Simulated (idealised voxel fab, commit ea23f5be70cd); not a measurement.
Process module heading - voxel quadruple lines
170 nm wide, 5 nm square cells: that's cross-section cut.
Notation: cross-section as square-cell grid; stated in bands, top first, going down; one or more cell rows per band. Within each band entry, the heights of the top and of the bottom of the band appear first, in that order and in nm; the materials of the band then follow from left to right, each with its corresponding width in nm. The designation "full width" on a single material indicates that it fills the band from edge to edge; the designation "air" indicates empty space. Height reference: 0 = level under which incoming wafer is all one material. Lowest band: no bottom, runs on downward, e.g. "0 nm and below". A width such as "30 to 40" changes by the same amount from each row of cells to the next, from the band's top row to its bottom row. Reading "no modification" for a step: not a cell of the cross-section changed in it. So "Listed closed voids" is basically the list of trapped voids: any empty space of 8 cells or more that can't reach the top through an opening. They're written width x height at distance, the distance being from the left edge, and it's all nm. It should be noted that, on the line of a given step, the content following the step's settings is a remark produced by the simulator itself with respect to that step. overlay nm: how far to the right of its planned place the mask lay on this masked step (negative: to the left). Each pair below shows a cross-section before one step and the cross-section after it, down to the lowest band that changed. The line under each pair gives the step between them, with its settings. The pairs can come from different runs of this module on the same starting wafer, so a pair continues from the pair above only where its "Pre-processing view" says so.

Pre-processing view:
- 0 nm and below: Si full width
- Listed closed voids: none

Cross-Section After Step:
- 10 nm to 0 nm: Al2O3 full width
- For the remainder of the cross-section, below 0, there is no change.
- Listed closed voids: none
The transition between the preceding cross-sections is accomplished by CONFORMAL_DEP (material Al2O3; thk nm 10)

Pre-processing view: carried over from the after image of the pair right above.

Cross-Section After Step:
- 25 nm to 10 nm: Ru full width
- For the remainder of the cross-section, below 10, there is no change.
- Listed closed voids: none
The transition between the preceding cross-sections is accomplished by DIRECTIONAL_DEP (material Ru; thk nm 15)

Pre-processing view: carried over from the after image of the pair right above.

Cross-Section After Step:
- 45 nm to 25 nm: polySi full width
- For the remainder of the cross-section, below 25, there is no change.
- Listed closed voids: none
The transition between the preceding cross-sections is accomplished by DIRECTIONAL_DEP (material polySi; thk nm 20)

Pre-processing view: carried over from the after image of the pair right above.

Cross-Section After Step:
- 70 nm to 45 nm: aC full width
- For the remainder of the cross-section, below 45, there is no change.
- Listed closed voids: none
The transition between the preceding cross-sections is accomplished by DIRECTIONAL_DEP (material aC; thk nm 25)

Pre-processing view: carried over from the after image of the pair right above.

Cross-Section After Step:
- 100 nm to 70 nm: air (70); resist (30); air (70)
- For the remainder of the cross-section, below 70, there is no change.
- Listed closed voids: none
The transition between the preceding cross-sections is accomplished by PATTERN (tone cover; mask id MANDREL; material resist; width nm 30; thk nm 30; overlay nm 0)

Pre-processing view: carried over from the after image of the pair right above.

Cross-Section After Step:
- 75 nm to 70 nm: air (70); resist (30); air (70)
- 70 nm to 45 nm: air (70); aC (30); air (70)
- For the remainder of the cross-section, below 45, there is no change.
- Listed closed voids: none
The transition between the preceding cross-sections is accomplished by DIRECTIONAL_ETCH (etch materials aC; depth nm 25)

Pre-processing view: carried over from the after image of the pair right above.

Cross-Section After Step:
- 70 nm to 45 nm: air (70); aC (30); air (70)
- For the remainder of the cross-section, below 45, there is no change.
- Listed closed voids: none
The transition between the preceding cross-sections is accomplished by STRIP (etch materials resist)

Pre-processing view: carried over from the after image of the pair right above.

Cross-Section After Step:
- 80 nm to 70 nm: air (60); SiO2 (50); air (60)
- 70 nm to 55 nm: air (60); SiO2 (10); aC (30); SiO2 (10); air (60)
- 55 nm to 45 nm: SiO2 (70); aC (30); SiO2 (70)
- For the remainder of the cross-section, below 45, there is no change.
- Listed closed voids: none
The transition between the preceding cross-sections is accomplished by CONFORMAL_DEP (material SiO2; thk nm 10)

Pre-processing view: carried over from the after image of the pair right above.

Cross-Section After Step:
- 70 nm to 45 nm: air (60); SiO2 (10); aC (30); SiO2 (10); air (60)
- For the remainder of the cross-section, below 45, there is no change.
- Listed closed voids: none
The transition between the preceding cross-sections is accomplished by DIRECTIONAL_ETCH (etch materials SiO2; depth nm 10)

Pre-processing view: carried over from the after image of the pair right above.

Cross-Section After Step:
- 70 nm to 45 nm: air (60); SiO2 (10); air (30); SiO2 (10); air (60)
- For the remainder of the cross-section, below 45, there is no change.
- Listed closed voids: none
The transition between the preceding cross-sections is accomplished by STRIP (etch materials aC)

Pre-processing view: carried over from the after image of the pair right above.

Cross-Section After Step:
- 70 nm to 45 nm: air (60); SiO2 (10); air (30); SiO2 (10); air (60)
- 45 nm to 25 nm: air (60); polySi (10); air (30); polySi (10); air (60)
- For the remainder of the cross-section, below 25, there is no change.
- Listed closed voids: none
The transition between the preceding cross-sections is accomplished by DIRECTIONAL_ETCH (etch materials polySi; depth nm 20)

Pre-processing view: carried over from the after image of the pair right above.

Cross-Section After Step:
- 45 nm to 25 nm: air (60); polySi (10); air (30); polySi (10); air (60)
- For the remainder of the cross-section, below 25, there is no change.
- Listed closed voids: none
The transition between the preceding cross-sections is accomplished by STRIP (etch materials SiO2)

Pre-processing view: carried over from the after image of the pair right above.

Cross-Section After Step:
- 55 nm to 45 nm: air (50); SiN (30); air (10); SiN (30); air (50)
- 45 nm to 35 nm: air (50); SiN (10); polySi (10); SiN (10); air (10); SiN (10); polySi (10); SiN (10); air (50)
- 35 nm to 25 nm: SiN (60); polySi (10); SiN (30); polySi (10); SiN (60)
- For the remainder of the cross-section, below 25, there is no change.
- Listed closed voids: none
The transition between the preceding cross-sections is accomplished by CONFORMAL_DEP (material SiN; thk nm 10)

Pre-processing view: carried over from the after image of the pair right above.

Cross-Section After Step:
- 45 nm to 25 nm: air (50); SiN (10); polySi (10); SiN (10); air (10); SiN (10); polySi (10); SiN (10); air (50)
- For the remainder of the cross-section, below 25, there is no change.
- Listed closed voids: none
The transition between the preceding cross-sections is accomplished by DIRECTIONAL_ETCH (etch materials SiN; depth nm 10)

Pre-processing view: carried over from the after image of the pair right above.

Cross-Section After Step:
- 45 nm to 25 nm: air (50); SiN (10); air (10); SiN (10); air (10); SiN (10); air (10); SiN (10); air (50)
- For the remainder of the cross-section, below 25, there is no change.
- Listed closed voids: none
The transition between the preceding cross-sections is accomplished by STRIP (etch materials polySi)

Pre-processing view: carried over from the after image of the pair right above.

Cross-Section After Step:
- 45 nm to 25 nm: air (50); SiN (10); air (10); SiN (10); air (10); SiN (10); air (10); SiN (10); air (50)
- 25 nm to 10 nm: air (50); Ru (10); air (10); Ru (10); air (10); Ru (10); air (10); Ru (10); air (50)
- For the remainder of the cross-section, below 10, there is no change.
- Listed closed voids: none
The transition between the preceding cross-sections is accomplished by DIRECTIONAL_ETCH (etch materials Ru; depth nm 15)

Pre-processing view: carried over from the after image of the pair right above.

Cross-Section After Step:
- 25 nm to 10 nm: air (50); Ru (10); air (10); Ru (10); air (10); Ru (10); air (10); Ru (10); air (50)
- For the remainder of the cross-section, below 10, there is no change.
- Listed closed voids: none
The transition between the preceding cross-sections is accomplished by STRIP (etch materials SiN)

Pre-processing view: carried over from the after image of the pair right above.

Cross-Section After Step:
- 35 nm to 25 nm: SiO2 full width
- 25 nm to 10 nm: SiO2 (50); Ru (10); SiO2 (10); Ru (10); SiO2 (10); Ru (10); SiO2 (10); Ru (10); SiO2 (50)
- For the remainder of the cross-section, below 10, there is no change.
- Listed closed voids: none
The transition between the preceding cross-sections is accomplished by FILL_DEP (material SiO2; thk nm 10)

Pre-processing view: carried over from the after image of the pair right above.

Cross-Section After Step:
- 25 nm to 10 nm: SiO2 (50); Ru (10); SiO2 (10); Ru (10); SiO2 (10); Ru (10); SiO2 (10); Ru (10); SiO2 (50)
- For the remainder of the cross-section, below 10, there is no change.
- Listed closed voids: none
The transition between the preceding cross-sections is accomplished by CMP (height nm 25)

Pre-processing view:
- 0 nm and below: Si full width
- Listed closed voids: none

Cross-Section After Step:
- 15 nm to 0 nm: Ru full width
- For the remainder of the cross-section, below 0, there is no change.
- Listed closed voids: none
The transition between the preceding cross-sections is accomplished by DIRECTIONAL_DEP (material Ru; thk nm 15)

Pre-processing view: carried over from the after image of the pair right above.

Cross-Section After Step:
- 35 nm to 15 nm: polySi full width
- For the remainder of the cross-section, below 15, there is no change.
- Listed closed voids: none
The transition between the preceding cross-sections is accomplished by DIRECTIONAL_DEP (material polySi; thk nm 20)

Pre-processing view: carried over from the after image of the pair right above.

Cross-Section After Step:
- 60 nm to 35 nm: aC full width
- For the remainder of the cross-section, below 35, there is no change.
- Listed closed voids: none
The transition between the preceding cross-sections is accomplished by DIRECTIONAL_DEP (material aC; thk nm 25)

Pre-processing view: carried over from the after image of the pair right above.

Cross-Section After Step:
- 90 nm to 60 nm: air (70); resist (30); air (70)
- For the remainder of the cross-section, below 60, there is no change.
- Listed closed voids: none
The transition between the preceding cross-sections is accomplished by PATTERN (tone cover; mask id MANDREL; material resist; width nm 30; thk nm 30; overlay nm 0)

Pre-processing view: carried over from the after image of the pair right above.

Cross-Section After Step:
- 65 nm to 60 nm: air (70); resist (30); air (70)
- 60 nm to 35 nm: air (70); aC (30); air (70)
- For the remainder of the cross-section, below 35, there is no change.
- Listed closed voids: none
The transition between the preceding cross-sections is accomplished by DIRECTIONAL_ETCH (etch materials aC; depth nm 25)

Pre-processing view: carried over from the after image of the pair right above.

Cross-Section After Step:
- 60 nm to 35 nm: air (70); aC (30); air (70)
- For the remainder of the cross-section, below 35, there is no change.
- Listed closed voids: none
The transition between the preceding cross-sections is accomplished by STRIP (etch materials resist)

Pre-processing view: carried over from the after image of the pair right above.

Cross-Section After Step:
- 70 nm to 60 nm: air (60); SiO2 (50); air (60)
- 60 nm to 45 nm: air (60); SiO2 (10); aC (30); SiO2 (10); air (60)
- 45 nm to 35 nm: SiO2 (70); aC (30); SiO2 (70)
- For the remainder of the cross-section, below 35, there is no change.
- Listed closed voids: none
The transition between the preceding cross-sections is accomplished by CONFORMAL_DEP (material SiO2; thk nm 10)

Pre-processing view: carried over from the after image of the pair right above.

Cross-Section After Step:
- 60 nm to 35 nm: air (60); SiO2 (10); aC (30); SiO2 (10); air (60)
- For the remainder of the cross-section, below 35, there is no change.
- Listed closed voids: none
The transition between the preceding cross-sections is accomplished by DIRECTIONAL_ETCH (etch materials SiO2; depth nm 10)

Pre-processing view: carried over from the after image of the pair right above.

Cross-Section After Step:
- 60 nm to 35 nm: air (60); SiO2 (10); air (30); SiO2 (10); air (60)
- For the remainder of the cross-section, below 35, there is no change.
- Listed closed voids: none
The transition between the preceding cross-sections is accomplished by STRIP (etch materials aC)

Pre-processing view: carried over from the after image of the pair right above.

Cross-Section After Step:
- 60 nm to 35 nm: air (60); SiO2 (10); air (30); SiO2 (10); air (60)
- 35 nm to 15 nm: air (60); polySi (10); air (30); polySi (10); air (60)
- For the remainder of the cross-section, below 15, there is no change.
- Listed closed voids: none
The transition between the preceding cross-sections is accomplished by DIRECTIONAL_ETCH (etch materials polySi; depth nm 20)

Pre-processing view: carried over from the after image of the pair right above.

Cross-Section After Step:
- 35 nm to 15 nm: air (60); polySi (10); air (30); polySi (10); air (60)
- For the remainder of the cross-section, below 15, there is no change.
- Listed closed voids: none
The transition between the preceding cross-sections is accomplished by STRIP (etch materials SiO2)

Pre-processing view: carried over from the after image of the pair right above.

Cross-Section After Step:
- 45 nm to 35 nm: air (50); SiN (30); air (10); SiN (30); air (50)
- 35 nm to 25 nm: air (50); SiN (10); polySi (10); SiN (10); air (10); SiN (10); polySi (10); SiN (10); air (50)
- 25 nm to 15 nm: SiN (60); polySi (10); SiN (30); polySi (10); SiN (60)
- For the remainder of the cross-section, below 15, there is no change.
- Listed closed voids: none
The transition between the preceding cross-sections is accomplished by CONFORMAL_DEP (material SiN; thk nm 10)

Pre-processing view: carried over from the after image of the pair right above.

Cross-Section After Step:
- 35 nm to 15 nm: air (50); SiN (10); polySi (10); SiN (10); air (10); SiN (10); polySi (10); SiN (10); air (50)
- For the remainder of the cross-section, below 15, there is no change.
- Listed closed voids: none
The transition between the preceding cross-sections is accomplished by DIRECTIONAL_ETCH (etch materials SiN; depth nm 10)

Pre-processing view: carried over from the after image of the pair right above.

Cross-Section After Step:
- 35 nm to 15 nm: air (50); SiN (10); air (10); SiN (10); air (10); SiN (10); air (10); SiN (10); air (50)
- For the remainder of the cross-section, below 15, there is no change.
- Listed closed voids: none
The transition between the preceding cross-sections is accomplished by STRIP (etch materials polySi)

Pre-processing view: carried over from the after image of the pair right above.

Cross-Section After Step:
- 35 nm to 15 nm: air (50); SiN (10); air (10); SiN (10); air (10); SiN (10); air (10); SiN (10); air (50)
- 15 nm to 0 nm: air (50); Ru (10); air (10); Ru (10); air (10); Ru (10); air (10); Ru (10); air (50)
- For the remainder of the cross-section, below 0, there is no change.
- Listed closed voids: none
The transition between the preceding cross-sections is accomplished by DIRECTIONAL_ETCH (etch materials Ru; depth nm 15)

Pre-processing view: carried over from the after image of the pair right above.

Cross-Section After Step:
- 15 nm to 0 nm: air (50); Ru (10); air (10); Ru (10); air (10); Ru (10); air (10); Ru (10); air (50)
- For the remainder of the cross-section, below 0, there is no change.
- Listed closed voids: none
The transition between the preceding cross-sections is accomplished by STRIP (etch materials SiN)

Pre-processing view: carried over from the after image of the pair right above.

Cross-Section After Step:
- 25 nm to 15 nm: SiO2 full width
- 15 nm to 0 nm: SiO2 (50); Ru (10); SiO2 (10); Ru (10); SiO2 (10); Ru (10); SiO2 (10); Ru (10); SiO2 (50)
- For the remainder of the cross-section, below 0, there is no change.
- Listed closed voids: none
The transition between the preceding cross-sections is accomplished by FILL_DEP (material SiO2; thk nm 10)

Pre-processing view:
- 15 nm to 0 nm: Ru full width
- 0 nm and below: Si full width
- Listed closed voids: none

Cross-Section After Step:
- 25 nm to 15 nm: Al2O3 full width
- For the remainder of the cross-section, below 15, there is no change.
- Listed closed voids: none
The transition between the preceding cross-sections is accomplished by CONFORMAL_DEP (material Al2O3; thk nm 10)

Pre-processing view: carried over from the after image of the pair right above.

Cross-Section After Step:
- 45 nm to 25 nm: polySi full width
- For the remainder of the cross-section, below 25, there is no change.
- Listed closed voids: none
The transition between the preceding cross-sections is accomplished by DIRECTIONAL_DEP (material polySi; thk nm 20)

Pre-processing view: carried over from the after image of the pair right above.

Cross-Section After Step:
- 70 nm to 45 nm: aC full width
- For the remainder of the cross-section, below 45, there is no change.
- Listed closed voids: none
The transition between the preceding cross-sections is accomplished by DIRECTIONAL_DEP (material aC; thk nm 25)

Pre-processing view: carried over from the after image of the pair right above.

Cross-Section After Step:
- 100 nm to 70 nm: air (70); resist (30); air (70)
- For the remainder of the cross-section, below 70, there is no change.
- Listed closed voids: none
The transition between the preceding cross-sections is accomplished by PATTERN (tone cover; mask id MANDREL; material resist; width nm 30; thk nm 30; overlay nm 0)

Pre-processing view: carried over from the after image of the pair right above.

Cross-Section After Step:
- 75 nm to 70 nm: air (70); resist (30); air (70)
- 70 nm to 45 nm: air (70); aC (30); air (70)
- For the remainder of the cross-section, below 45, there is no change.
- Listed closed voids: none
The transition between the preceding cross-sections is accomplished by DIRECTIONAL_ETCH (etch materials aC; depth nm 25)

Pre-processing view: carried over from the after image of the pair right above.

Cross-Section After Step:
- 70 nm to 45 nm: air (70); aC (30); air (70)
- For the remainder of the cross-section, below 45, there is no change.
- Listed closed voids: none
The transition between the preceding cross-sections is accomplished by STRIP (etch materials resist)

Pre-processing view: carried over from the after image of the pair right above.

Cross-Section After Step:
- 80 nm to 70 nm: air (60); SiO2 (50); air (60)
- 70 nm to 55 nm: air (60); SiO2 (10); aC (30); SiO2 (10); air (60)
- 55 nm to 45 nm: SiO2 (70); aC (30); SiO2 (70)
- For the remainder of the cross-section, below 45, there is no change.
- Listed closed voids: none
The transition between the preceding cross-sections is accomplished by CONFORMAL_DEP (material SiO2; thk nm 10)

Pre-processing view: carried over from the after image of the pair right above.

Cross-Section After Step:
- 70 nm to 45 nm: air (60); SiO2 (10); aC (30); SiO2 (10); air (60)
- For the remainder of the cross-section, below 45, there is no change.
- Listed closed voids: none
The transition between the preceding cross-sections is accomplished by DIRECTIONAL_ETCH (etch materials SiO2; depth nm 10)

Pre-processing view: carried over from the after image of the pair right above.

Cross-Section After Step:
- 70 nm to 45 nm: air (60); SiO2 (10); air (30); SiO2 (10); air (60)
- For the remainder of the cross-section, below 45, there is no change.
- Listed closed voids: none
The transition between the preceding cross-sections is accomplished by STRIP (etch materials aC)

Pre-processing view: carried over from the after image of the pair right above.

Cross-Section After Step:
- 70 nm to 45 nm: air (60); SiO2 (10); air (30); SiO2 (10); air (60)
- 45 nm to 25 nm: air (60); polySi (10); air (30); polySi (10); air (60)
- For the remainder of the cross-section, below 25, there is no change.
- Listed closed voids: none
The transition between the preceding cross-sections is accomplished by DIRECTIONAL_ETCH (etch materials polySi; depth nm 20)

Pre-processing view: carried over from the after image of the pair right above.

Cross-Section After Step:
- 45 nm to 25 nm: air (60); polySi (10); air (30); polySi (10); air (60)
- For the remainder of the cross-section, below 25, there is no change.
- Listed closed voids: none
The transition between the preceding cross-sections is accomplished by STRIP (etch materials SiO2)

Pre-processing view: carried over from the after image of the pair right above.

Cross-Section After Step:
- 55 nm to 45 nm: air (50); SiN (30); air (10); SiN (30); air (50)
- 45 nm to 35 nm: air (50); SiN (10); polySi (10); SiN (10); air (10); SiN (10); polySi (10); SiN (10); air (50)
- 35 nm to 25 nm: SiN (60); polySi (10); SiN (30); polySi (10); SiN (60)
- For the remainder of the cross-section, below 25, there is no change.
- Listed closed voids: none
The transition between the preceding cross-sections is accomplished by CONFORMAL_DEP (material SiN; thk nm 10)

Pre-processing view: carried over from the after image of the pair right above.

Cross-Section After Step:
- 45 nm to 25 nm: air (50); SiN (10); polySi (10); SiN (10); air (10); SiN (10); polySi (10); SiN (10); air (50)
- For the remainder of the cross-section, below 25, there is no change.
- Listed closed voids: none
The transition between the preceding cross-sections is accomplished by DIRECTIONAL_ETCH (etch materials SiN; depth nm 10)

Pre-processing view: carried over from the after image of the pair right above.

Cross-Section After Step:
- 45 nm to 25 nm: air (50); SiN (10); air (10); SiN (10); air (10); SiN (10); air (10); SiN (10); air (50)
- For the remainder of the cross-section, below 25, there is no change.
- Listed closed voids: none
The transition between the preceding cross-sections is accomplished by STRIP (etch materials polySi)

Pre-processing view: carried over from the after image of the pair right above.

Cross-Section After Step:
- 25 nm to 15 nm: Al2O3 full width
- For the remainder of the cross-section, below 15, there is no change.
- Listed closed voids: none
The transition between the preceding cross-sections is accomplished by STRIP (etch materials SiN)

Pre-processing view: carried over from the after image of the pair right above.

Cross-Section After Step:
- 35 nm to 25 nm: SiO2 full width
- For the remainder of the cross-section, below 25, there is no change.
- Listed closed voids: none
The transition between the preceding cross-sections is accomplished by FILL_DEP (material SiO2; thk nm 10)

Pre-processing view: carried over from the after image of the pair right above.

Cross-Section After Step:
- 25 nm to 15 nm: Al2O3 full width
- For the remainder of the cross-section, below 15, there is no change.
- Listed closed voids: none
The transition between the preceding cross-sections is accomplished by CMP (height nm 25)

Pre-processing view:
- 35 nm to 25 nm: SiO2 full width
- 25 nm to 10 nm: SiO2 (50); Ru (10); SiO2 (10); Ru (10); SiO2 (10); Ru (10); SiO2 (10); Ru (10); SiO2 (50)
- 10 nm to 0 nm: Al2O3 full width
- 0 nm and below: Si full width
- Listed closed voids: none

Cross-Section After Step:
- 20 nm to 10 nm: SiO2 (50); Ru (10); SiO2 (10); Ru (10); SiO2 (10); Ru (10); SiO2 (10); Ru (10); SiO2 (50)
- For the remainder of the cross-section, below 10, there is no change.
- Listed closed voids: none
The transition between the preceding cross-sections is accomplished by CMP (height nm 20)

Pre-processing view:
- 70 nm to 45 nm: aC full width
- 45 nm to 25 nm: polySi full width
- 25 nm to 10 nm: Ru full width
- 10 nm to 0 nm: Al2O3 full width
- 0 nm and below: Si full width
- Listed closed voids: none

Cross-Section After Step:
- 100 nm to 70 nm: air (75); resist (20); air (75)
- For the remainder of the cross-section, below 70, there is no change.
- Listed closed voids: none
The transition between the preceding cross-sections is accomplished by PATTERN (tone cover; mask id MANDREL; material resist; width nm 20; thk nm 30; overlay nm 0)

Pre-processing view: carried over from the after image of the pair right above.

Cross-Section After Step:
- 75 nm to 70 nm: air (75); resist (20); air (75)
- 70 nm to 45 nm: air (75); aC (20); air (75)
- For the remainder of the cross-section, below 45, there is no change.
- Listed closed voids: none
The transition between the preceding cross-sections is accomplished by DIRECTIONAL_ETCH (etch materials aC; depth nm 25)

Pre-processing view: carried over from the after image of the pair right above.

Cross-Section After Step:
- 70 nm to 45 nm: air (75); aC (20); air (75)
- For the remainder of the cross-section, below 45, there is no change.
- Listed closed voids: none
The transition between the preceding cross-sections is accomplished by STRIP (etch materials resist)

Pre-processing view: carried over from the after image of the pair right above.

Cross-Section After Step:
- 80 nm to 70 nm: air (65); SiO2 (40); air (65)
- 70 nm to 55 nm: air (65); SiO2 (10); aC (20); SiO2 (10); air (65)
- 55 nm to 45 nm: SiO2 (75); aC (20); SiO2 (75)
- For the remainder of the cross-section, below 45, there is no change.
- Listed closed voids: none
The transition between the preceding cross-sections is accomplished by CONFORMAL_DEP (material SiO2; thk nm 10)

Pre-processing view: carried over from the after image of the pair right above.

Cross-Section After Step:
- 70 nm to 45 nm: air (65); SiO2 (10); aC (20); SiO2 (10); air (65)
- For the remainder of the cross-section, below 45, there is no change.
- Listed closed voids: none
The transition between the preceding cross-sections is accomplished by DIRECTIONAL_ETCH (etch materials SiO2; depth nm 10)

Pre-processing view: carried over from the after image of the pair right above.

Cross-Section After Step:
- 70 nm to 45 nm: air (65); SiO2 (10); air (20); SiO2 (10); air (65)
- For the remainder of the cross-section, below 45, there is no change.
- Listed closed voids: none
The transition between the preceding cross-sections is accomplished by STRIP (etch materials aC)

Pre-processing view: carried over from the after image of the pair right above.

Cross-Section After Step:
- 70 nm to 45 nm: air (65); SiO2 (10); air (20); SiO2 (10); air (65)
- 45 nm to 25 nm: air (65); polySi (10); air (20); polySi (10); air (65)
- For the remainder of the cross-section, below 25, there is no change.
- Listed closed voids: none
The transition between the preceding cross-sections is accomplished by DIRECTIONAL_ETCH (etch materials polySi; depth nm 20)

Pre-processing view: carried over from the after image of the pair right above.

Cross-Section After Step:
- 45 nm to 25 nm: air (65); polySi (10); air (20); polySi (10); air (65)
- For the remainder of the cross-section, below 25, there is no change.
- Listed closed voids: none
The transition between the preceding cross-sections is accomplished by STRIP (etch materials SiO2)

Pre-processing view: carried over from the after image of the pair right above.

Cross-Section After Step:
- 55 nm to 45 nm: air (55); SiN (60); air (55)
- 45 nm to 35 nm: air (55); SiN (10); polySi (10); SiN (20); polySi (10); SiN (10); air (55)
- 35 nm to 25 nm: SiN (65); polySi (10); SiN (20); polySi (10); SiN (65)
- For the remainder of the cross-section, below 25, there is no change.
- Listed closed voids: none
The transition between the preceding cross-sections is accomplished by CONFORMAL_DEP (material SiN; thk nm 10)

Pre-processing view: carried over from the after image of the pair right above.

Cross-Section After Step:
- 45 nm to 25 nm: air (55); SiN (10); polySi (10); SiN (20); polySi (10); SiN (10); air (55)
- For the remainder of the cross-section, below 25, there is no change.
- Listed closed voids: none
The transition between the preceding cross-sections is accomplished by DIRECTIONAL_ETCH (etch materials SiN; depth nm 10)

Pre-processing view: carried over from the after image of the pair right above.

Cross-Section After Step:
- 45 nm to 25 nm: air (55); SiN (10); air (10); SiN (20); air (10); SiN (10); air (55)
- For the remainder of the cross-section, below 25, there is no change.
- Listed closed voids: none
The transition between the preceding cross-sections is accomplished by STRIP (etch materials polySi)

Pre-processing view: carried over from the after image of the pair right above.

Cross-Section After Step:
- 45 nm to 25 nm: air (55); SiN (10); air (10); SiN (20); air (10); SiN (10); air (55)
- 25 nm to 10 nm: air (55); Ru (10); air (10); Ru (20); air (10); Ru (10); air (55)
- For the remainder of the cross-section, below 10, there is no change.
- Listed closed voids: none
The transition between the preceding cross-sections is accomplished by DIRECTIONAL_ETCH (etch materials Ru; depth nm 15)

Pre-processing view: carried over from the after image of the pair right above.

Cross-Section After Step:
- 25 nm to 10 nm: air (55); Ru (10); air (10); Ru (20); air (10); Ru (10); air (55)
- For the remainder of the cross-section, below 10, there is no change.
- Listed closed voids: none
The transition between the preceding cross-sections is accomplished by STRIP (etch materials SiN)

Pre-processing view: carried over from the after image of the pair right above.

Cross-Section After Step:
- 35 nm to 25 nm: SiO2 full width
- 25 nm to 10 nm: SiO2 (55); Ru (10); SiO2 (10); Ru (20); SiO2 (10); Ru (10); SiO2 (55)
- For the remainder of the cross-section, below 10, there is no change.
- Listed closed voids: none
The transition between the preceding cross-sections is accomplished by FILL_DEP (material SiO2; thk nm 10)

Pre-processing view: carried over from the after image of the pair right above.

Cross-Section After Step:
- 25 nm to 10 nm: SiO2 (55); Ru (10); SiO2 (10); Ru (20); SiO2 (10); Ru (10); SiO2 (55)
- For the remainder of the cross-section, below 10, there is no change.
- Listed closed voids: none
The transition between the preceding cross-sections is accomplished by CMP (height nm 25)

Pre-processing view:
- 70 nm to 45 nm: aC full width
- 45 nm to 25 nm: polySi full width
- 25 nm to 10 nm: Ru full width
- 10 nm to 0 nm: Al2O3 full width
- 0 nm and below: Si full width
- Listed closed voids: none

Cross-Section After Step:
- 100 nm to 70 nm: air (80); resist (30); air (60)
- For the remainder of the cross-section, below 70, there is no change.
- Listed closed voids: none
The transition between the preceding cross-sections is accomplished by PATTERN (tone cover; mask id MANDREL; material resist; width nm 30; thk nm 30; overlay nm 10)

Pre-processing view: carried over from the after image of the pair right above.

Cross-Section After Step:
- 75 nm to 70 nm: air (80); resist (30); air (60)
- 70 nm to 45 nm: air (80); aC (30); air (60)
- For the remainder of the cross-section, below 45, there is no change.
- Listed closed voids: none
The transition between the preceding cross-sections is accomplished by DIRECTIONAL_ETCH (etch materials aC; depth nm 25)

Pre-processing view: carried over from the after image of the pair right above.

Cross-Section After Step:
- 70 nm to 45 nm: air (80); aC (30); air (60)
- For the remainder of the cross-section, below 45, there is no change.
- Listed closed voids: none
The transition between the preceding cross-sections is accomplished by STRIP (etch materials resist)

Pre-processing view: carried over from the after image of the pair right above.

Cross-Section After Step:
- 80 nm to 70 nm: air (70); SiO2 (50); air (50)
- 70 nm to 55 nm: air (70); SiO2 (10); aC (30); SiO2 (10); air (50)
- 55 nm to 45 nm: SiO2 (80); aC (30); SiO2 (60)
- For the remainder of the cross-section, below 45, there is no change.
- Listed closed voids: none
The transition between the preceding cross-sections is accomplished by CONFORMAL_DEP (material SiO2; thk nm 10)

Pre-processing view: carried over from the after image of the pair right above.

Cross-Section After Step:
- 70 nm to 45 nm: air (70); SiO2 (10); aC (30); SiO2 (10); air (50)
- For the remainder of the cross-section, below 45, there is no change.
- Listed closed voids: none
The transition between the preceding cross-sections is accomplished by DIRECTIONAL_ETCH (etch materials SiO2; depth nm 10)

Pre-processing view: carried over from the after image of the pair right above.

Cross-Section After Step:
- 70 nm to 45 nm: air (70); SiO2 (10); air (30); SiO2 (10); air (50)
- For the remainder of the cross-section, below 45, there is no change.
- Listed closed voids: none
The transition between the preceding cross-sections is accomplished by STRIP (etch materials aC)

Pre-processing view: carried over from the after image of the pair right above.

Cross-Section After Step:
- 70 nm to 45 nm: air (70); SiO2 (10); air (30); SiO2 (10); air (50)
- 45 nm to 25 nm: air (70); polySi (10); air (30); polySi (10); air (50)
- For the remainder of the cross-section, below 25, there is no change.
- Listed closed voids: none
The transition between the preceding cross-sections is accomplished by DIRECTIONAL_ETCH (etch materials polySi; depth nm 20)

Pre-processing view: carried over from the after image of the pair right above.

Cross-Section After Step:
- 45 nm to 25 nm: air (70); polySi (10); air (30); polySi (10); air (50)
- For the remainder of the cross-section, below 25, there is no change.
- Listed closed voids: none
The transition between the preceding cross-sections is accomplished by STRIP (etch materials SiO2)

Pre-processing view: carried over from the after image of the pair right above.

Cross-Section After Step:
- 55 nm to 45 nm: air (60); SiN (30); air (10); SiN (30); air (40)
- 45 nm to 35 nm: air (60); SiN (10); polySi (10); SiN (10); air (10); SiN (10); polySi (10); SiN (10); air (40)
- 35 nm to 25 nm: SiN (70); polySi (10); SiN (30); polySi (10); SiN (50)
- For the remainder of the cross-section, below 25, there is no change.
- Listed closed voids: none
The transition between the preceding cross-sections is accomplished by CONFORMAL_DEP (material SiN; thk nm 10)

Pre-processing view: carried over from the after image of the pair right above.

Cross-Section After Step:
- 45 nm to 25 nm: air (60); SiN (10); polySi (10); SiN (10); air (10); SiN (10); polySi (10); SiN (10); air (40)
- For the remainder of the cross-section, below 25, there is no change.
- Listed closed voids: none
The transition between the preceding cross-sections is accomplished by DIRECTIONAL_ETCH (etch materials SiN; depth nm 10)

Pre-processing view: carried over from the after image of the pair right above.

Cross-Section After Step:
- 45 nm to 25 nm: air (60); SiN (10); air (10); SiN (10); air (10); SiN (10); air (10); SiN (10); air (40)
- For the remainder of the cross-section, below 25, there is no change.
- Listed closed voids: none
The transition between the preceding cross-sections is accomplished by STRIP (etch materials polySi)

Pre-processing view: carried over from the after image of the pair right above.

Cross-Section After Step:
- 45 nm to 25 nm: air (60); SiN (10); air (10); SiN (10); air (10); SiN (10); air (10); SiN (10); air (40)
- 25 nm to 10 nm: air (60); Ru (10); air (10); Ru (10); air (10); Ru (10); air (10); Ru (10); air (40)
- For the remainder of the cross-section, below 10, there is no change.
- Listed closed voids: none
The transition between the preceding cross-sections is accomplished by DIRECTIONAL_ETCH (etch materials Ru; depth nm 15)

Pre-processing view: carried over from the after image of the pair right above.

Cross-Section After Step:
- 25 nm to 10 nm: air (60); Ru (10); air (10); Ru (10); air (10); Ru (10); air (10); Ru (10); air (40)
- For the remainder of the cross-section, below 10, there is no change.
- Listed closed voids: none
The transition between the preceding cross-sections is accomplished by STRIP (etch materials SiN)

Pre-processing view: carried over from the after image of the pair right above.

Cross-Section After Step:
- 35 nm to 25 nm: SiO2 full width
- 25 nm to 10 nm: SiO2 (60); Ru (10); SiO2 (10); Ru (10); SiO2 (10); Ru (10); SiO2 (10); Ru (10); SiO2 (40)
- For the remainder of the cross-section, below 10, there is no change.
- Listed closed voids: none
The transition between the preceding cross-sections is accomplished by FILL_DEP (material SiO2; thk nm 10)

Pre-processing view: carried over from the after image of the pair right above.

Cross-Section After Step:
- 25 nm to 10 nm: SiO2 (60); Ru (10); SiO2 (10); Ru (10); SiO2 (10); Ru (10); SiO2 (10); Ru (10); SiO2 (40)
- For the remainder of the cross-section, below 10, there is no change.
- Listed closed voids: none
The transition between the preceding cross-sections is accomplished by CMP (height nm 25)
